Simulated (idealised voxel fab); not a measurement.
Presented below is a process module, voxel air gaps.
Cross-section cut spans 175 nm and uses square cells 5 nm in size.
A cross-section is written here as square cells arranged in a grid, and it is given in bands from the top down, each band taking up one or more rows of cells.
What a band's entry tells you: where the top is and where the bottom is, as heights in nm, and after that what lies inside, material by material from left to right, each with its width in nm. Empty space is written as the word "air", and a single material marked with the word "full width" occupies the band from edge to edge.
Measure heights from 0. That's the level where, below it, the as-received wafer is all one material. The lowest band is bottomless and extends downward; write it as in "0..down".
You'd read "30..40" like this: the band's top row of cells is as wide as the first number, its bottom row is as wide as the second, and going down, every row changes width by the same amount as the row before did.
You'll sometimes find "nothing different" written for a step, and that's the way of saying that nowhere in the cross-section did a cell change during that step.
Any empty space of 8 cells or more lacking an open way to the top shows up in "Closed internal voids" as width x height at distance, distance from the left edge, in nm.
Whatever follows a step's settings on its line is a remark the simulator itself makes about that step.
Steps that use a mask can have "overlay nm" on their line. It says how far the mask sat to the right of where it was meant to be. Negative means to the left.
Below is the list of planned process steps
step 1: RECEIVE,material Si
step 2: CONFORMAL_DEP,material SiO2,thk nm 10
step 3: CONFORMAL_DEP,material SiCN,thk nm 5
step 4: DIRECTIONAL_DEP,material lowk,thk nm 40
step 5: DIRECTIONAL_DEP,material aC,thk nm 15
step 6: PATTERN,tone open,mask id LINES,material resist,width nm 15,pitch nm 40,thk nm 30,overlay nm 0
step 7: DIRECTIONAL_ETCH,etch materials aC,depth nm 15
step 8: STRIP,etch materials resist
step 9: DIRECTIONAL_ETCH,etch materials lowk,depth nm 40
step 10: STRIP,etch materials aC
step 11: CONFORMAL_DEP,material TiN,thk nm 5
step 12: FILL_DEP,material W,thk nm 5
step 13: CMP,height nm 55
step 14: EPI,material Ru,thk nm 10
step 15: SELECTIVE_ETCH,etch materials lowk,depth nm 50
step 16: CONFORMAL_DEP,material SiCN,thk nm 5
Received-state cross-section, reflecting completion of step 1
	0..down = Si full width
	Closed internal voids: none
End-of-module cross-section. Starting structure and process plan as above; one mistake made in running it
	70..65 = SiCN full width
	65..55 = SiCN (5)  Ru (165)  SiCN (5)
	55..50 = SiCN (15)  TiN (5)  W (15)  TiN (5)  lowk (15)  TiN (5)  W (15)  TiN (5)  lowk (15)  TiN (5)  W (15)  TiN (5)  lowk (15)  TiN (5)  W (15)  TiN (5)  SiCN (15)
	50..20 = air (10)  SiCN (5)  TiN (5)  W (15)  TiN (5)  lowk (15)  TiN (5)  W (15)  TiN (5)  lowk (15)  TiN (5)  W (15)  TiN (5)  lowk (15)  TiN (5)  W (15)  TiN (5)  SiCN (5)  air (10)
	20..15 = SiCN (15)  TiN (25)  lowk (15)  TiN (25)  lowk (15)  TiN (25)  lowk (15)  TiN (25)  SiCN (15)
	15..10 = SiCN full width
	10..0 = SiO2 full width
	0..down = Si full width
	Closed internal voids: 10 x 30 at 0; 10 x 30 at 165
The mistake made against the process plan was this: step 6: run off-plan, actual operation and settings PATTERN,tone open,mask id LINES,material resist,width nm 25,pitch nm 40,thk nm 30,overlay nm 0
